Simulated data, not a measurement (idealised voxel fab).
The following process module bears the name voxel released beams.
This is section cut - it's 220 nm across, gridded in 5 nm square cells.
We lay out every cross-section as a grid of square cells and spell it out in bands from the top down, where one band means one or more rows of cells.
Heads up on the band format: heights come first, top then bottom, in nm. After that it's the materials left to right, each with its width in nm. A single material flagged "full width" fills the whole band edge to edge, and "air" means there's empty space there.
Heads up on the height convention: 0 is the point under which the incoming wafer is all one material, and the lowest band has no bottom, it just keeps going down, like "z 0 and below".
A two-number width, for instance "30 to 40", indicates that the width is equal to the first number in the top row of the band and to the second number in the bottom row, and that it changes by a constant amount per row of cells.
Where the words "nothing got changed" appear for a step, the cross-section shows no cell changed by that step; every cell remained as before.
"Closed internal cavities": empty spaces of 8 cells or more with no open way to the top, each given as width x height at distance, distance from the left edge, all in nm.
What comes after the settings on a step's line is commentary from the simulator itself on that step.
When a step includes a mask, the "overlay nm" setting on its line states how far to the right of its planned place that mask lay, and negative values state how far to the left.
## This section lists the process steps that were planned
1,RECEIVE | material Si
2,CONFORMAL_DEP | material SiN | thk nm 5
3,DIRECTIONAL_DEP | material SiO2 | thk nm 20
4,PATTERN | tone open | mask id ANCHOR | material resist | width nm 45 | thk nm 20 | overlay nm 0
5,DIRECTIONAL_ETCH | etch materials SiO2 | depth nm 20
6,STRIP | etch materials resist
7,CONFORMAL_DEP | material W | thk nm 15
8,PATTERN | tone cover | mask id BEAM | material resist | width nm 95 | thk nm 20 | overlay nm 0
9,DIRECTIONAL_ETCH | etch materials W | depth nm 15
10,STRIP | etch materials resist
11,STRIP | etch materials SiO2
## So, the first of our two wafers, run just as we planned it
## Received-state cross-section, reflecting completion of step 1
* z 0 and below  Si full width
* Closed internal cavities: none
## Cross-section: wafer state after step 2
* z 5 to 0  SiN full width
* Below a height of 0, the structure has not been altered.
## Cross-section: wafer state after step 3
* z 25 to 5  SiO2 full width
* Below a height of 5, the structure has not been altered.
## Cross-section: wafer state after step 4
* z 45 to 25  65 of resist; 45 of air; 110 of resist
* Below a height of 25, the structure has not been altered.
## Cross-section: wafer state after step 5
* z 45 to 25  65 of resist; 45 of air; 110 of resist
* z 25 to 5  65 of SiO2; 45 of air; 110 of SiO2
* Below a height of 5, the structure has not been altered.
## Cross-section: wafer state after step 6
* z 25 to 5  65 of SiO2; 45 of air; 110 of SiO2
* Below a height of 5, the structure has not been altered.
## Cross-section: wafer state after step 7
* z 40 to 25  80 of W; 15 of air; 125 of W
* z 25 to 20  65 of SiO2; 15 of W; 15 of air; 15 of W; 110 of SiO2
* z 20 to 5  65 of SiO2; 45 of W; 110 of SiO2
* Below a height of 5, the structure has not been altered.
## Cross-section: wafer state after step 8
* z 60 to 40  60 of air; 95 of resist; 65 of air
* z 40 to 25  80 of W; 15 of resist; 125 of W
* z 25 to 20  65 of SiO2; 15 of W; 15 of resist; 15 of W; 110 of SiO2
* Below a height of 20, the structure has not been altered.
## Cross-section: wafer state after step 9
* z 60 to 40  60 of air; 95 of resist; 65 of air
* z 40 to 25  60 of air; 20 of W; 15 of resist; 60 of W; 65 of air
* Below a height of 25, the structure has not been altered.
## Cross-section: wafer state after step 10
* z 40 to 25  60 of air; 20 of W; 15 of air; 60 of W; 65 of air
* z 25 to 20  65 of SiO2; 15 of W; 15 of air; 15 of W; 110 of SiO2
* Below a height of 20, the structure has not been altered.
## Cross-section: wafer state after step 11
* z 40 to 25  60 of air; 20 of W; 15 of air; 60 of W; 65 of air
* z 25 to 20  65 of air; 15 of W; 15 of air; 15 of W; 110 of air
* z 20 to 5  65 of air; 45 of W; 110 of air
* Below a height of 5, the structure has not been altered.
## Notes, second wafer: start = first wafer's, plan = first wafer's, execution had one mistake; history identical to first through step 6
## when step 7 should have ended
* z 50 to 25  W full width
* z 25 to 5  65 of SiO2; 45 of W; 110 of SiO2
* Below a height of 5, the structure has not been altered.
## when step 8 should have ended
* z 70 to 50  60 of air; 95 of resist; 65 of air
* Below a height of 50, the structure has not been altered.
## when step 9 should have ended
* z 70 to 50  60 of air; 95 of resist; 65 of air
* z 50 to 35  60 of air; 95 of W; 65 of air
* Below a height of 35, the structure has not been altered.
## when step 10 should have ended
* z 50 to 35  60 of air; 95 of W; 65 of air
* Below a height of 35, the structure has not been altered.
when step 11 should have ended: nothing got changed
Processing error: step 7 changed vs plan, executed as CONFORMAL_DEP | material W | thk nm 25
It is noted that, at the conclusion of processing, the second wafer exhibits a higher or lower cell count for certain materials relative to the first: +140 SiO2; +100 W
